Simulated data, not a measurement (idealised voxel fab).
process module | voxel transistor to metal
Cross-section cut: width 190 nm, square cells of 5 nm.
Notation: cross-section as square-cell grid; stated in bands, top first, going down; one or more cell rows per band.
The entry gives the band's vertical extent as a top height and a bottom height in nm, then its horizontal make-up as materials from left to right, each with a width in nm. "air" stands for empty space; a single material marked "edge to edge" fills the band edge to edge.
Height is counted from the level 0, under which the received wafer is composed throughout of one material. The lowest of the bands is not closed at the bottom but continues downward, in the notation "0 down".
Read "30->40" as a graded width: first number on top, second number at the bottom, same change between each pair of neighbouring rows.
"no modifications", as given for a step, is the statement that not any cell of the cross-section underwent a change during that step.
Heads up: "Voids, sealed" only lists the empty pockets with no open path to the top that are 8 cells or more, and it writes them as width x height at distance, distance from the left edge, in nm.
Post-settings text on a step line: simulator's own remark regarding the step.
The line of a step may include "overlay nm". On a step with a mask, this value is how far to the right of its planned place the mask lay. A negative value means the mask lay to the left.

Below is the list of planned process steps:
1: op RECEIVE | material Si
2: op CONFORMAL_DEP | material SiO2 | thk nm 5
3: op CONFORMAL_DEP | material SiN | thk nm 15
4: op PATTERN | tone cover | mask id ACTIVE | material resist | width nm 115 | thk nm 20 | overlay nm 0
5: op DIRECTIONAL_ETCH | etch materials SiN | depth nm 15
6: op DIRECTIONAL_ETCH | etch materials SiO2 | depth nm 5
7: op DIRECTIONAL_ETCH | etch materials Si | depth nm 35
8: op STRIP | etch materials resist
9: op FILL_DEP | material SiO2 | thk nm 10
10: op CMP | height nm 20
11: op SELECTIVE_ETCH | etch materials SiO2 | depth nm 15
12: op STRIP | etch materials SiN
13: op SELECTIVE_ETCH | etch materials SiO2 | depth nm 5
14: op OXIDIZE | depth nm 5
15: op DIRECTIONAL_DEP | material polySi | thk nm 25
16: op DIRECTIONAL_DEP | material SiCN | thk nm 15
17: op DIRECTIONAL_DEP | material aC | thk nm 15
18: op PATTERN | tone cover | mask id GATE | material resist | width nm 25 | thk nm 30 | overlay nm 0
19: op DIRECTIONAL_ETCH | etch materials aC | depth nm 15
20: op STRIP | etch materials resist
21: op DIRECTIONAL_ETCH | etch materials SiCN | depth nm 25
22: op DIRECTIONAL_ETCH | etch materials polySi | depth nm 35
23: op STRIP | etch materials aC
24: op CONFORMAL_DEP | material SiO2 | thk nm 5
25: op DIRECTIONAL_ETCH | etch materials SiO2 | depth nm 5
26: op CONFORMAL_DEP | material SiN | thk nm 10
27: op DIRECTIONAL_ETCH | etch materials SiN | depth nm 10
28: op DIRECTIONAL_ETCH | etch materials SiO2 | depth nm 5
29: op EPI | material nSi | thk nm 5
30: op FILL_DEP | material SiO2 | thk nm 10
31: op CMP | height nm 40
32: op DIRECTIONAL_DEP | material SiO2 | thk nm 10
33: op DIRECTIONAL_DEP | material aC | thk nm 10
34: op PATTERN | tone open | mask id CONTACT | material resist | width nm 20 | pitch nm 75 | thk nm 25 | overlay nm 0
35: op DIRECTIONAL_ETCH | etch materials aC | depth nm 10
36: op STRIP | etch materials resist
37: op DIRECTIONAL_ETCH | etch materials SiO2 | depth nm 50
38: op STRIP | etch materials aC
39: op CONFORMAL_DEP | material TiN | thk nm 5
40: op FILL_DEP | material Ru | thk nm 5
41: op CMP | height nm 50
42: op DIRECTIONAL_DEP | material TiN | thk nm 5
43: op DIRECTIONAL_DEP | material W | thk nm 20
44: op MASKED_ETCH | tone cover | mask id METAL_1 | width nm 20 | pitch nm 75 | etch materials W | depth nm 20 | overlay nm 0
45: op MASKED_ETCH | tone cover | mask id METAL_1 | width nm 20 | pitch nm 75 | etch materials TiN | depth nm 5 | overlay nm 0
46: op FILL_DEP | material SiO2 | thk nm 5
47: op CMP | height nm 75
48: op CONFORMAL_DEP | material SiCN | thk nm 5
49: op DIRECTIONAL_DEP | material lowk | thk nm 35
50: op MASKED_ETCH | tone open | mask id METAL_2 | width nm 20 | pitch nm 75 | etch materials lowk | depth nm 20 | overlay nm 0
51: op PATTERN | tone open | mask id METAL_2_HOLES | material resist | width nm 15 | pitch nm 75 | thk nm 15 | overlay nm 0
52: op DIRECTIONAL_ETCH | etch materials lowk | depth nm 15
53: op DIRECTIONAL_ETCH | etch materials SiCN | depth nm 5
54: op STRIP | etch materials resist
55: op CONFORMAL_DEP | material TiN | thk nm 5
56: op FILL_DEP | material Ru | thk nm 10
57: op CMP | height nm 115
58: op CONFORMAL_DEP | material SiCN | thk nm 5

Delivered wafer in cross-section: state after step 1:
- 0 down | Si edge to edge
- Voids, sealed: none

Looking at the first of two wafers in cross-section at end of module - ran to plan:
- 120 to 115 | SiCN edge to edge
- 115 to 100 | lowk=45, TiN=5, Ru=10, TiN=5, lowk=55, TiN=5, Ru=10, TiN=5, lowk=50
- 100 to 95 | lowk=45, TiN=5, Ru=5, TiN=10, lowk=55, TiN=5, Ru=5, TiN=10, lowk=50
- 95 to 80 | lowk=45, TiN=5, Ru=5, TiN=5, lowk=60, TiN=5, Ru=5, TiN=5, lowk=55
- 80 to 75 | SiCN=45, TiN=15, SiCN=60, TiN=15, SiCN=55
- 75 to 55 | SiO2=45, W=20, SiO2=55, W=20, SiO2=50
- 55 to 50 | SiO2=45, TiN=20, SiO2=55, TiN=20, SiO2=50
- 50 to 40 | SiO2=45, TiN=5, Ru=10, TiN=5, SiO2=55, TiN=5, Ru=10, TiN=5, SiO2=50
- 40 to 25 | SiO2=45, TiN=5, Ru=10, TiN=5, SiN=10, SiO2=5, SiCN=25, SiO2=5, SiN=10, TiN=5, Ru=10, TiN=5, SiO2=50
- 25 to 5 | SiO2=45, TiN=5, Ru=10, TiN=5, SiN=10, SiO2=5, polySi=25, SiO2=5, SiN=10, TiN=5, Ru=10, TiN=5, SiO2=50
- 5 to 0 | SiO2=45, TiN=20, SiN=10, SiO2=5, polySi=25, SiO2=5, SiN=10, TiN=20, SiO2=50
- 0 to -5 | SiO2=30, nSi=35, SiO2=55, nSi=35, SiO2=35
- -5 to -35 | SiO2=35, Si=115, SiO2=40
- -35 down | Si edge to edge
- Voids, sealed: none

Cross-section, second wafer: same start as the first, same plan as the first, one mistake in running it; taken at the end of the module:
- 120 to 115 | SiCN edge to edge
- 115 to 100 | lowk=45, TiN=5, Ru=10, TiN=5, lowk=55, TiN=5, Ru=10, TiN=5, lowk=50
- 100 to 95 | lowk=45, TiN=5, Ru=5, TiN=10, lowk=55, TiN=5, Ru=5, TiN=10, lowk=50
- 95 to 80 | lowk=45, TiN=5, Ru=5, TiN=5, lowk=60, TiN=5, Ru=5, TiN=5, lowk=55
- 80 to 75 | SiCN=45, TiN=15, SiCN=60, TiN=15, SiCN=55
- 75 to 55 | SiO2=45, W=20, SiO2=55, W=20, SiO2=50
- 55 to 50 | SiO2=45, TiN=20, SiO2=55, TiN=20, SiO2=50
- 50 to 40 | SiO2=45, TiN=5, Ru=10, TiN=5, SiO2=55, TiN=5, Ru=10, TiN=5, SiO2=50
- 40 to 25 | SiO2=45, TiN=5, Ru=10, TiN=5, SiN=10, SiO2=5, SiCN=25, SiO2=5, SiN=10, TiN=5, Ru=10, TiN=5, SiO2=50
- 25 to 5 | SiO2=45, TiN=5, Ru=10, TiN=5, SiN=10, SiO2=5, polySi=25, SiO2=5, SiN=10, TiN=5, Ru=10, TiN=5, SiO2=50
- 5 to 0 | SiO2=45, TiN=20, SiN=10, SiO2=5, polySi=25, SiO2=5, SiN=10, TiN=20, SiO2=50
- 0 to -5 | SiO2=35, nSi=30, SiO2=55, nSi=30, SiO2=40
- -5 to -10 | SiO2=40, Si=105, SiO2=45
- -10 to -35 | SiO2=35, Si=115, SiO2=40
- -35 down | Si edge to edge
- Voids, sealed: none
Short version of what went wrong: plan step 2 skipped
Once processing is complete, comparing cell counts shows that the second wafer has more or fewer of certain materials than the first: Si -2, SiO2 +4, nSi -2
